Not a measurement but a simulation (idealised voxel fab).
The document below concerns the process module designated voxel self aligned vias.
The cross-section on display is named cut; it measures 210 nm wide, and its cells are 5 nm squares.
Notation: cross-section as square-cell grid; stated in bands, top first, going down; one or more cell rows per band.
Look at the band entry: it leads with the top's height and the bottom's height in nm. Then it lists the materials left to right, with a width in nm for each. The word "edge to edge" on a single material says that material fills the band edge to edge. The word "empty" is empty space.
Heights are measured from 0, the level below which the as-received wafer is all one material; the lowest band has no bottom and continues downward, written as in "0..down".
Graded width ("30..40"): value in top row of band = first number; value in bottom row = second number; row-to-row change constant.
Take "changes: none" at face value: in the step it is given for, the cross-section changed in none of its cells.
Enclosed voids (no open way to top), threshold 8 cells or more, entry "Sealed void list", notation width x height at distance, distance from left edge, nm.
If you see something after the settings on a step's line, that's the simulator's own remark about that step.
Regarding "overlay nm": on a step with a mask, it is the distance the mask lay to the right of its planned place; a negative value places it to the left.
# This section lists the process steps that were planned
- 1: op RECEIVE | material Si
- 2: op CONFORMAL_DEP | material SiO2 | thk nm 10
- 3: op CONFORMAL_DEP | material SiCN | thk nm 5
- 4: op DIRECTIONAL_DEP | material lowk | thk nm 25
- 5: op PATTERN | tone open | mask id LINES | material resist | width nm 25 | pitch nm 55 | thk nm 15 | overlay nm 0
- 6: op DIRECTIONAL_ETCH | etch materials lowk | depth nm 25
- 7: op STRIP | etch materials resist
- 8: op CONFORMAL_DEP | material TiN | thk nm 5
- 9: op FILL_DEP | material Ru | thk nm 5
- 10: op CMP | height nm 40
- 11: op SELECTIVE_ETCH | etch materials W Ru TiN | depth nm 10
- 12: op FILL_DEP | material SiN | thk nm 5
- 13: op CMP | height nm 40
- 14: op DIRECTIONAL_DEP | material lowk | thk nm 20
- 15: op MASKED_ETCH | tone open | mask id VIAS | width nm 35 | pitch nm 55 | etch materials lowk | depth nm 20 | overlay nm 0
- 16: op MASKED_ETCH | tone open | mask id VIAS | width nm 35 | pitch nm 55 | etch materials SiN | depth nm 10 | overlay nm 0
- 17: op CONFORMAL_DEP | material TiN | thk nm 5
- 18: op FILL_DEP | material Ru | thk nm 5
- 19: op CMP | height nm 60
- 20: op CONFORMAL_DEP | material SiN | thk nm 5
# Cross-sectional view of the wafer in its as-received condition, corresponding to the state after step 1
- 0..down = Si edge to edge
- Sealed void list: none
# Cross-section: first of two wafers, module finished, run according to plan
- 65..60 = SiN edge to edge
- 60..45 = 30 of lowk / 5 of TiN / 25 of Ru / 5 of TiN / 20 of lowk / 5 of TiN / 25 of Ru / 5 of TiN / 20 of lowk / 5 of TiN / 25 of Ru / 5 of TiN / 35 of lowk
- 45..35 = 30..35 of lowk / 10..5 of TiN / 15 of Ru / 10..5 of TiN / 20..30 of lowk / 10..5 of TiN / 15 of Ru / 10..5 of TiN / 20..30 of lowk / 10..5 of TiN / 15 of Ru / 10..5 of TiN / 35..40 of lowk
- 35..30 = 35 of lowk / 25 of TiN / 30 of lowk / 25 of TiN / 30 of lowk / 25 of TiN / 40 of lowk
- 30..20 = 35 of lowk / 5 of TiN / 15 of Ru / 5 of TiN / 30 of lowk / 5 of TiN / 15 of Ru / 5 of TiN / 30 of lowk / 5 of TiN / 15 of Ru / 5 of TiN / 40 of lowk
- 20..15 = 35 of lowk / 25 of TiN / 30 of lowk / 25 of TiN / 30 of lowk / 25 of TiN / 40 of lowk
- 15..10 = SiCN edge to edge
- 10..0 = SiO2 edge to edge
- 0..down = Si edge to edge
- Sealed void list: none
# Cross-section of the latter of the two wafers at module completion. It had an identical start and an identical plan to the former; in running it, one mistake was made
- 65..60 = SiN edge to edge
- 60..40 = 30 of lowk / 35 of TiN / 20 of lowk / 35 of TiN / 20 of lowk / 35 of TiN / 35 of lowk
- 40..30 = 35 of lowk / 25 of TiN / 30 of lowk / 25 of TiN / 30 of lowk / 25 of TiN / 40 of lowk
- 30..20 = 35 of lowk / 5 of TiN / 15 of Ru / 5 of TiN / 30 of lowk / 5 of TiN / 15 of Ru / 5 of TiN / 30 of lowk / 5 of TiN / 15 of Ru / 5 of TiN / 40 of lowk
- 20..15 = 35 of lowk / 25 of TiN / 30 of lowk / 25 of TiN / 30 of lowk / 25 of TiN / 40 of lowk
- 15..10 = SiCN edge to edge
- 10..0 = SiO2 edge to edge
- 0..down = Si edge to edge
- Sealed void list: none
Nonconformance to the process plan: so step 18 ended up running with a different setting than we planned, it ran as op FILL_DEP | material TiN | thk nm 5
End check, counted in cells, second wafer has more or fewer of these materials than the first: Ru -63, TiN +63
